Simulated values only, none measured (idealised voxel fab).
The process module presented herein is designated voxel plated lines.
cross-section cut | 300 nm wide | cells 5 nm
Square cells in a grid make up a cross-section in this document, and the grid is given as bands, listed from the top down, each one or more rows of cells. First you get the band's top height and its bottom height, in nm, and then the materials it's made of, left to right, with each width in nm. If you see a single material with "everywhere", that one covers the band edge to edge. "empty" is empty space. Below 0: as-received wafer, all one material; heights counted from there. Lowest band: no bottom, goes on down, written "0..down". Note: "30..40" means the width goes from the first number (top row of the band) to the second number (bottom row) in equal steps per row of cells. "no change" after a step means that no cell of the cross-section changed. The entry titled "Trapped voids" provides the empty spaces that have no open way to the top, restricted to those of 8 cells or more. Each is presented as width x height at distance, the distance being measured from the left edge, with all three in nm. That trailing text on a step's line, after the settings, is the simulator's own remark on the step. overlay nm: how far to the right of its planned place the mask lay on this masked step (negative: to the left).
-- Planned step list for the process
1) RECEIVE,material Si
2) CONFORMAL_DEP,material Al2O3,thk nm 5
3) DIRECTIONAL_DEP,material TiN,thk nm 5
4) PATTERN,tone open,mask id LINES,material resist,width nm 20,pitch nm 35,thk nm 25,overlay nm 0
5) EPI,material Ru,thk nm 10
6) EPI,material Ru,thk nm 10
7) STRIP,etch materials resist
8) DIRECTIONAL_ETCH,etch materials TiN,depth nm 5
9) CONFORMAL_DEP,material SiN,thk nm 5
-- Delivered wafer in cross-section: state after step 1
	0..down  Si everywhere
	Trapped voids: none
-- The plan above was carried out on the starting structure above with one mistake, and this cross-section shows the wafer at the end of the module
	35..30  empty (80)  Al2O3 (30)  empty (5)  Al2O3 (30)  empty (5)  Al2O3 (30)  empty (5)  Al2O3 (30)  empty (85)
	30..10  empty (80)  Al2O3 (5)  Ru (20)  Al2O3 (5)  empty (5)  Al2O3 (5)  Ru (20)  Al2O3 (5)  empty (5)  Al2O3 (5)  Ru (20)  Al2O3 (5)  empty (5)  Al2O3 (5)  Ru (20)  Al2O3 (5)  empty (85)
	10..5  Al2O3 (85)  TiN (20)  Al2O3 (15)  TiN (20)  Al2O3 (15)  TiN (20)  Al2O3 (15)  TiN (20)  Al2O3 (90)
	5..0  Al2O3 everywhere
	0..down  Si everywhere
	Trapped voids: none
The plan and the run diverged here: step 9 went in with a setting other than planned; the actual run was CONFORMAL_DEP,material Al2O3,thk nm 5
